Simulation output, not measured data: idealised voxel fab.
process module | voxel quadruple lines
cross-section cut | 205 nm wide | cells 5 nm
A cross-section is a grid of square cells, given in bands from the top down. A band is one or more rows of cells.
Each band's line starts with the height of the band's top and of its bottom, in nm. Then come its materials from left to right, each with its width in nm. One material with "throughout" fills the band from edge to edge. "air" is empty space.
Height 0 is the level under which the wafer as received is all one material. The lowest band goes on downwards, as in "0 down".
A width such as "30 to 40" changes by the same amount from each row of cells to the next, from the band's top row to its bottom row.
"no change" after a step means that no cell of the cross-section changed.
closed voids: empty space of 8 cells or more with no open way to the top, each as width x height at its distance from the left edge, in nm
after a step's settings: what the simulator itself notes on the step
overlay nm, on a step with a mask: how far to the right of its planned place the mask lay; to the left if negative
plan
1 op RECEIVE | material Si
2 op CONFORMAL_DEP | material SiO2 | thk nm 5
3 op DIRECTIONAL_DEP | material Ru | thk nm 15
4 op DIRECTIONAL_DEP | material polySi | thk nm 15
5 op DIRECTIONAL_DEP | material aC | thk nm 20
6 op PATTERN | tone cover | mask id MANDREL | material resist | width nm 25 | thk nm 25 | overlay nm -15
7 op DIRECTIONAL_ETCH | etch materials aC | depth nm 20
8 op STRIP | etch materials resist
9 op CONFORMAL_DEP | material SiO2 | thk nm 15
10 op DIRECTIONAL_ETCH | etch materials SiO2 | depth nm 15
11 op STRIP | etch materials aC
12 op DIRECTIONAL_ETCH | etch materials polySi | depth nm 15
13 op STRIP | etch materials SiO2
14 op CONFORMAL_DEP | material SiCN | thk nm 5
15 op DIRECTIONAL_ETCH | etch materials SiCN | depth nm 5
16 op STRIP | etch materials polySi
17 op DIRECTIONAL_ETCH | etch materials Ru | depth nm 15
18 op STRIP | etch materials SiCN
19 op FILL_DEP | material lowk | thk nm 5
20 op CMP | height nm 20
varied across the wafers: overlay nm of step 6. The plan shows the first wafer's value. All wafers start alike
first wafer as received, after step 1
  0 down: Si throughout
  closed voids: none
first wafer at the end, after step 20
  20 to 5: lowk 55 | Ru 5 | lowk 15 | Ru 5 | lowk 15 | Ru 5 | lowk 15 | Ru 5 | lowk 85
  5 to 0: SiO2 throughout
  0 down: Si throughout
  closed voids: none
last wafer at the end
  20 to 5: lowk 85 | Ru 5 | lowk 15 | Ru 5 | lowk 15 | Ru 5 | lowk 15 | Ru 5 | lowk 55
  5 to 0: SiO2 throughout
  0 down: Si throughout
  closed voids: none
each wafer at the end: cells of each material gained (+) or lost (-) since it was received, then its closed voids
overlay nm -15 | +12 Ru | +41 SiO2 | +111 lowk | closed voids: none
overlay nm -10 | +12 Ru | +41 SiO2 | +111 lowk | closed voids: none
overlay nm -5 | +12 Ru | +41 SiO2 | +111 lowk | closed voids: none
overlay nm 0 | +12 Ru | +41 SiO2 | +111 lowk | closed voids: none
overlay nm 5 | +12 Ru | +41 SiO2 | +111 lowk | closed voids: none
overlay nm 10 | +12 Ru | +41 SiO2 | +111 lowk | closed voids: none
overlay nm 15 | +12 Ru | +41 SiO2 | +111 lowk | closed voids: none
